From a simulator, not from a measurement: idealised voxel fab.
Documented hereafter: the process module known as voxel wiring stack.
Cross-section cut spans 225 nm and uses square cells 5 nm in size.
Cross-section format: a grid of square cells, given as bands from top to bottom; each band is one or more rows of cells.
The entry gives the band's vertical extent as a top height and a bottom height in nm, then its horizontal make-up as materials from left to right, each with a width in nm. "blank" stands for empty space; a single material marked "throughout" fills the band edge to edge.
Height datum 0, below which the as-received substrate wafer is one material. Lowest band open at the bottom, running downward: "0 nm and below".
Graded width ("30..40"): value in top row of band = first number; value in bottom row = second number; row-to-row change constant.
Step note "no modifications" = no cross-section cell changed.
"Closed void table" specifies each empty space that is not open to the top and that occupies no fewer than 8 cells, using the form width x height at distance, the distance measured from the left edge and all three quantities in nm.
Anything after a step's settings on that line? It's the simulator's own note about the step.
"overlay nm" denotes, for a step that has a mask, the displacement of the mask to the right of its planned place, with negative values corresponding to the left.
PLANNED STEP LIST FOR THE PROCESS
| 1 | op RECEIVE | material Si |
| 2 | op CONFORMAL_DEP | material SiO2 | thk nm 10 |
| 3 | op CONFORMAL_DEP | material SiCN | thk nm 5 |
| 4 | op DIRECTIONAL_DEP | material SiO2 | thk nm 25 |
| 5 | op MASKED_ETCH | tone open | mask id METAL_1 | width nm 25 | pitch nm 45 | etch materials SiO2 | depth nm 25 | overlay nm 0 |
| 6 | op MASKED_ETCH | tone open | mask id METAL_1 | width nm 25 | pitch nm 45 | etch materials SiCN | depth nm 5 | overlay nm 0 |
| 7 | op CONFORMAL_DEP | material TiN | thk nm 5 |
| 8 | op FILL_DEP | material Ru | thk nm 5 |
| 9 | op CMP | height nm 40 |
| 10 | op CONFORMAL_DEP | material SiCN | thk nm 5 |
| 11 | op DIRECTIONAL_DEP | material lowk | thk nm 30 |
| 12 | op PATTERN | tone open | mask id METAL_2_HOLES | material resist | width nm 15 | thk nm 20 | overlay nm 0 |
| 13 | op DIRECTIONAL_ETCH | etch materials lowk | depth nm 30 |
| 14 | op STRIP | etch materials resist |
| 15 | op PATTERN | tone open | mask id METAL_2 | material resist | width nm 25 | pitch nm 45 | thk nm 15 | overlay nm 0 |
| 16 | op DIRECTIONAL_ETCH | etch materials lowk | depth nm 15 |
| 17 | op DIRECTIONAL_ETCH | etch materials SiCN | depth nm 5 |
| 18 | op STRIP | etch materials resist |
| 19 | op CONFORMAL_DEP | material TiN | thk nm 5 |
| 20 | op FILL_DEP | material Cu | thk nm 5 |
| 21 | op CMP | height nm 75 |
| 22 | op CONFORMAL_DEP | material SiCN | thk nm 5 |
| 23 | op DIRECTIONAL_DEP | material SiO2 | thk nm 20 |
| 24 | op PATTERN | tone open | mask id PLUG_2 | material resist | width nm 15 | pitch nm 45 | thk nm 20 | overlay nm 0 |
| 25 | op DIRECTIONAL_ETCH | etch materials SiO2 | depth nm 20 |
| 26 | op DIRECTIONAL_ETCH | etch materials SiCN | depth nm 5 |
| 27 | op STRIP | etch materials resist |
| 28 | op EPI | material Ru | thk nm 10 |
| 29 | op EPI | material Ru | thk nm 10 |
| 30 | op EPI | material Ru | thk nm 5 |
| 31 | op DIRECTIONAL_DEP | material TiN | thk nm 5 |
| 32 | op DIRECTIONAL_DEP | material Ru | thk nm 20 |
| 33 | op DIRECTIONAL_DEP | material aC | thk nm 15 |
| 34 | op PATTERN | tone cover | mask id METAL_3 | material resist | width nm 25 | pitch nm 45 | thk nm 30 | overlay nm 0 |
| 35 | op DIRECTIONAL_ETCH | etch materials aC | depth nm 15 |
| 36 | op STRIP | etch materials resist |
| 37 | op DIRECTIONAL_ETCH | etch materials Ru | depth nm 20 |
| 38 | op DIRECTIONAL_ETCH | etch materials TiN | depth nm 5 |
| 39 | op STRIP | etch materials aC |
| 40 | op FILL_DEP | material SiO2 | thk nm 10 |
| 41 | op CMP | height nm 125 |
| 42 | op CONFORMAL_DEP | material SiCN | thk nm 5 |
CROSS-SECTION OF THE WAFER UPON ARRIVAL, REPRESENTING THE STATE REACHED AFTER STEP 1
    0 nm and below = Si throughout
    Closed void table: none
CROSS-SECTION TAKEN AT MODULE COMPLETION ON THE FIRST OF TWO WAFERS; PROCESSED PER THE PLAN
    130 nm to 125 nm = SiCN throughout
    125 nm to 105 nm = 75 nm SiO2 | 25 nm Ru | 20 nm SiO2 | 25 nm Ru | 80 nm SiO2
    105 nm to 100 nm = 75 nm SiO2 | 25 nm TiN | 20 nm SiO2 | 25 nm TiN | 80 nm SiO2
    100 nm to 80 nm = 75 nm SiO2 | 15 nm Ru | 30 nm SiO2 | 15 nm Ru | 90 nm SiO2
    80 nm to 75 nm = 75 nm SiCN | 15 nm Ru | 30 nm SiCN | 15 nm Ru | 90 nm SiCN
    75 nm to 65 nm = 75 nm lowk | 5 nm TiN | 15 nm Cu | 5 nm TiN | 20 nm lowk | 5 nm TiN | 15 nm Cu | 5 nm TiN | 80 nm lowk
    65 nm to 60 nm = 75 nm lowk | 5 nm TiN | 5 nm Cu | 15 nm TiN | 20 nm lowk | 25 nm TiN | 80 nm lowk
    60 nm to 45 nm = 75 nm lowk | 5 nm TiN | 5 nm Cu | 5 nm TiN | 135 nm lowk
    45 nm to 40 nm = 75 nm SiCN | 15 nm TiN | 135 nm SiCN
    40 nm to 15 nm = 75 nm SiO2 | 5 nm TiN | 15 nm Ru | 5 nm TiN | 20 nm SiO2 | 5 nm TiN | 15 nm Ru | 5 nm TiN | 80 nm SiO2
    15 nm to 10 nm = 75 nm SiCN | 25 nm TiN | 20 nm SiCN | 25 nm TiN | 80 nm SiCN
    10 nm to 0 nm = SiO2 throughout
    0 nm and below = Si throughout
    Closed void table: none
WAFER TWO, SECTIONED AFTER THE MODULE: THE FIRST WAFER'S START, THE FIRST WAFER'S PLAN, AND ONE MISTAKE IN HOW IT WAS RUN
    130 nm to 125 nm = SiCN throughout
    125 nm to 105 nm = 75 nm SiO2 | 25 nm Ru | 20 nm SiO2 | 25 nm Ru | 80 nm SiO2
    105 nm to 100 nm = 75 nm SiO2 | 25 nm TiN | 20 nm SiO2 | 25 nm TiN | 80 nm SiO2
    100 nm to 80 nm = 75 nm SiO2 | 15 nm Ru | 30 nm SiO2 | 15 nm Ru | 90 nm SiO2
    80 nm to 75 nm = 75 nm SiCN | 15 nm Ru | 30 nm SiCN | 15 nm Ru | 90 nm SiCN
    75 nm to 65 nm = 75 nm lowk | 5 nm TiN | 20 nm Cu | 5 nm TiN | 15 nm lowk | 5 nm TiN | 20 nm Cu | 5 nm TiN | 75 nm lowk
    65 nm to 60 nm = 75 nm lowk | 5 nm TiN | 5 nm Cu | 20 nm TiN | 15 nm lowk | 30 nm TiN | 75 nm lowk
    60 nm to 45 nm = 75 nm lowk | 5 nm TiN | 5 nm Cu | 5 nm TiN | 135 nm lowk
    45 nm to 40 nm = 75 nm SiCN | 15 nm TiN | 135 nm SiCN
    40 nm to 15 nm = 75 nm SiO2 | 5 nm TiN | 15 nm Ru | 5 nm TiN | 20 nm SiO2 | 5 nm TiN | 15 nm Ru | 5 nm TiN | 80 nm SiO2
    15 nm to 10 nm = 75 nm SiCN | 25 nm TiN | 20 nm SiCN | 25 nm TiN | 80 nm SiCN
    10 nm to 0 nm = SiO2 throughout
    0 nm and below = Si throughout
    Closed void table: none
Heads up, the wafer didn't run the way we planned it: it should be noted that step 15 was executed with settings other than those planned, the operation and settings actually applied being op PATTERN | tone open | mask id METAL_2 | material resist | width nm 30 | pitch nm 45 | thk nm 15 | overlay nm 0
Bottom line after processing is that, in cells, the second wafer is up or down on some materials versus the first: Cu: 4 more | TiN: 2 more | lowk: 6 fewer
